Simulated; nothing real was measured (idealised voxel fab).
process module | voxel self aligned contacts
cross-section cut | 280 nm wide | cells 5 nm
A cross-section is a grid of square cells, given in bands from the top down. A band is one or more rows of cells.
Each band's line starts with the height of the band's top and of its bottom, in nm. Then come its materials from left to right, each with its width in nm. One material with "throughout" fills the band from edge to edge. "air" is empty space.
Height 0 is the level under which the wafer as received is all one material. The lowest band goes on downwards, as in "0 down".
A width such as "30 to 40" changes by the same amount from each row of cells to the next, from the band's top row to its bottom row.
"no change" after a step means that no cell of the cross-section changed.
closed voids: empty space of 8 cells or more with no open way to the top, each as width x height at its distance from the left edge, in nm
after a step's settings: what the simulator itself notes on the step
overlay nm, on a step with a mask: how far to the right of its planned place the mask lay; to the left if negative
plan
1 op RECEIVE | material Si
2 op OXIDIZE | depth nm 5
3 op DIRECTIONAL_DEP | material polySi | thk nm 20
4 op DIRECTIONAL_DEP | material SiN | thk nm 25
5 op DIRECTIONAL_DEP | material aC | thk nm 10
6 op PATTERN | tone cover | mask id GATE | material resist | width nm 30 | pitch nm 75 | thk nm 25 | overlay nm 0
7 op DIRECTIONAL_ETCH | etch materials aC | depth nm 10
8 op STRIP | etch materials resist
9 op DIRECTIONAL_ETCH | etch materials SiN | depth nm 25
10 op DIRECTIONAL_ETCH | etch materials polySi | depth nm 20
11 op STRIP | etch materials aC
12 op CONFORMAL_DEP | material SiN | thk nm 10
13 op DIRECTIONAL_ETCH | etch materials SiN | depth nm 10
14 op FILL_DEP | material SiO2 | thk nm 15
15 op CMP | height nm 55
16 op PATTERN | tone open | mask id CONTACT | material resist | width nm 55 | thk nm 15 | overlay nm 0
17 op DIRECTIONAL_ETCH | etch materials SiO2 | depth nm 60
18 op STRIP | etch materials resist
19 op CONFORMAL_DEP | material TiN | thk nm 5
20 op FILL_DEP | material W | thk nm 10
21 op CMP | height nm 55
22 op CONFORMAL_DEP | material SiCN | thk nm 5
as received, after step 1
  0 down: Si throughout
  closed voids: none
first wafer at the end, as planned
  60 to 55: SiCN throughout
  55 to 45: SiO2 110 | TiN 5 to 20 | W 45 to 15 | TiN 5 to 20 | SiO2 115
  45 to 20: SiO2 75 | SiN 50 | TiN 5 | W 15 | TiN 5 | SiN 50 | SiO2 80
  20 to 0: SiO2 75 | SiN 10 | polySi 30 | SiN 10 | TiN 5 | W 15 | TiN 5 | SiN 10 | polySi 30 | SiN 10 | SiO2 80
  0 to -5: SiO2 125 | TiN 25 | SiO2 130
  -5 down: Si throughout
  closed voids: none
second wafer at the end: like start, like plan, one mistake
  60 to 55: SiCN throughout
  55 to 50: SiO2 110 | TiN 5 | W 45 | TiN 5 | SiO2 115
  50 to 45: SiO2 110 | TiN 55 | SiO2 115
  45 to 20: SiN 95 | SiO2 10 | SiN 65 | SiO2 10 | SiN 100
  20 to 0: polySi 85 | SiN 10 | SiO2 10 | SiN 10 | polySi 45 | SiN 10 | SiO2 10 | SiN 10 | polySi 90
  0 to -5: SiO2 throughout
  -5 down: Si throughout
  closed voids: none
what went wrong: step 6 ran as: op PATTERN | tone open | mask id GATE | material resist | width nm 30 | pitch nm 75 | thk nm 25 | overlay nm 0
at the end the second wafer has, in cells: 160 more of SiN | 238 fewer of SiO2 | 20 fewer of TiN | 30 fewer of W | 128 more of polySi
